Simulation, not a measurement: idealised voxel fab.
Title: Process Module voxel plated lines
Each square cell in cross-section cut measures 5 nm, and the section as a whole is 215 nm wide.
The cross-sections in this document take the form of a grid made of square cells. They are written out as bands, in order from top to bottom. Each band consists of one or more rows of cells.
What a band's entry tells you: where the top is and where the bottom is, as heights in nm, and after that what lies inside, material by material from left to right, each with its width in nm. Empty space is written as the word "blank", and a single material marked with the word "throughout" occupies the band from edge to edge.
Heights are expressed relative to 0, this being the level below which the as-received wafer comprises one material exclusively. The lowest band is unbounded in the downward direction and is denoted as in "0 nm and below".
Read "30 to 40" as a graded width: first number on top, second number at the bottom, same change between each pair of neighbouring rows.
"identical to before" (step): cross-section cells unchanged, all of them.
"Closed void entries": empty spaces of 8 cells or more with no open way to the top, each given as width x height at distance, distance from the left edge, all in nm.
Post-settings text on a step line: simulator's own remark regarding the step.
The setting "overlay nm" may be written on the line of a step. When the step uses a mask, the value reports how far to the right of the planned place the mask lay, and a negative value reports that it lay to the left.

-- The process steps that were planned are listed below
1) RECEIVE,material Si
2) CONFORMAL_DEP,material SiO2,thk nm 5
3) DIRECTIONAL_DEP,material TiN,thk nm 5
4) PATTERN,tone open,mask id LINES,material resist,width nm 30,pitch nm 60,thk nm 35,overlay nm 0
5) EPI,material Ru,thk nm 10
6) EPI,material Ru,thk nm 5
7) EPI,material Ru,thk nm 10
8) STRIP,etch materials resist
9) DIRECTIONAL_ETCH,etch materials TiN,depth nm 5
10) CONFORMAL_DEP,material SiCN,thk nm 5

-- Wafer cross-section on receipt, i.e. after step 1
    0 nm and below  Si throughout
    Closed void entries: none

-- The module was run from the start shown above using the plan shown above, but one mistake was made doing it; the resulting wafer cross-section is below
    40 nm to 35 nm  blank 45 nm, then SiCN 120 nm, then blank 50 nm
    35 nm to 25 nm  blank 45 nm, then SiCN 5 nm, then Ru 50 nm, then SiCN 10 nm, then Ru 50 nm, then SiCN 5 nm, then blank 50 nm
    25 nm to 20 nm  SiCN 50 nm, then Ru 50 nm, then SiCN 10 nm, then Ru 50 nm, then SiCN 55 nm
    20 nm to 10 nm  Ru throughout
    10 nm to 5 nm  TiN throughout
    5 nm to 0 nm  SiO2 throughout
    0 nm and below  Si throughout
    Closed void entries: none
Against the plan, the run slipped here: deviation from plan: step 8 and step 7 executed in one another's positions
